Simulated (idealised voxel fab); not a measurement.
Name of the process module below: voxel capacitor over wiring
We display cut, a cross-section 225 nm in width whose square cells are each 5 nm.
Notation: cross-section as square-cell grid; stated in bands, top first, going down; one or more cell rows per band. Band: top height; bottom height; in nm. Then, left to right: material with width in nm, for each material. "edge to edge": a single material spanning edge to edge. "blank": empty space. Ref level 0: as-received wafer is one material below here. Bottom band extends down with no lower bound ("z 0 and below"). The width entry "30..40" should be interpreted row by row: the top row of cells in the band takes the first number, the bottom row takes the second number, and the change between adjacent rows is uniform throughout. What does "no change" mean for a step? It means no cell of the cross-section changed in that step. In the "Closed void inventory" entry, you get each enclosed empty space of 8 cells or more, one with no open way to the top, written width x height at distance, distance from the left edge, in nm. Anything after a step's settings on that line? It's the simulator's own note about the step. overlay nm: mask offset rightward from planned place, masked step; negative means leftward offset.
[Below is the list of planned process steps]
1,RECEIVE with material Si
2,CONFORMAL_DEP with material SiO2, thk nm 15
3,DIRECTIONAL_DEP with material TiN, thk nm 5
4,DIRECTIONAL_DEP with material W, thk nm 15
5,MASKED_ETCH with tone cover, mask id METAL_1, width nm 25, pitch nm 95, etch materials W, depth nm 15, overlay nm 0
6,MASKED_ETCH with tone cover, mask id METAL_1, width nm 25, pitch nm 95, etch materials TiN, depth nm 5, overlay nm 0
7,CONFORMAL_DEP with material SiCN, thk nm 5
8,FILL_DEP with material lowk, thk nm 5
9,CMP with height nm 35
10,CONFORMAL_DEP with material SiCN, thk nm 5
11,DIRECTIONAL_DEP with material lowk, thk nm 15
12,PATTERN with tone open, mask id PLUG_1, material resist, width nm 15, thk nm 20, overlay nm 0
13,DIRECTIONAL_ETCH with etch materials lowk, depth nm 15
14,DIRECTIONAL_ETCH with etch materials SiCN, depth nm 5
15,STRIP with etch materials resist
16,CONFORMAL_DEP with material TiN, thk nm 5
17,FILL_DEP with material Ru, thk nm 10
18,CMP with height nm 55
19,DIRECTIONAL_DEP with material TiN, thk nm 5
20,DIRECTIONAL_DEP with material SiN, thk nm 5
21,DIRECTIONAL_DEP with material TiN, thk nm 5
22,PATTERN with tone cover, mask id UPPER_PLATE, material resist, width nm 75, thk nm 15, overlay nm 0
23,DIRECTIONAL_ETCH with etch materials TiN, depth nm 5
24,DIRECTIONAL_ETCH with etch materials SiN, depth nm 5
25,STRIP with etch materials resist
26,MASKED_ETCH with tone cover, mask id LOWER_PLATE, width nm 85, etch materials TiN, depth nm 5, overlay nm 0
27,FILL_DEP with material SiO2, thk nm 20
28,CMP with height nm 85
29,MASKED_ETCH with tone open, mask id PLUG_2, width nm 15, etch materials SiO2, depth nm 15, overlay nm 0
30,CONFORMAL_DEP with material TiN, thk nm 5
31,FILL_DEP with material Ru, thk nm 10
32,CMP with height nm 85
33,CONFORMAL_DEP with material SiN, thk nm 5
[Cross-sectional view of the wafer in its as-received condition, corresponding to the state after step 1]
    z 0 and below = Si edge to edge
    Closed void inventory: none
[Wafer at module end, in section. Began as above, planned as above, run with one mistake]
    z 90 to 85 = SiN edge to edge
    z 85 to 75 = 70..60 of SiO2, 15..75 of TiN, 140..90 of SiO2
    z 75 to 70 = 55 of SiO2, 85 of TiN, 85 of SiO2
    z 70 to 65 = TiN edge to edge
    z 65 to 60 = SiN edge to edge
    z 60 to 55 = TiN edge to edge
    z 55 to 40 = 60 of lowk, 5 of TiN, 5 of Ru, 5 of TiN, 150 of lowk
    z 40 to 35 = 60 of SiCN, 15 of TiN, 150 of SiCN
    z 35 to 20 = 45 of lowk, 5 of SiCN, 25 of W, 5 of SiCN, 60 of lowk, 5 of SiCN, 25 of W, 5 of SiCN, 50 of lowk
    z 20 to 15 = 50 of SiCN, 25 of TiN, 70 of SiCN, 25 of TiN, 55 of SiCN
    z 15 to 0 = SiO2 edge to edge
    z 0 and below = Si edge to edge
    Closed void inventory: none
Deviation noted in wafer processing: heads up, step 21 didn't go per plan, it actually ran as DIRECTIONAL_DEP with material TiN, thk nm 15
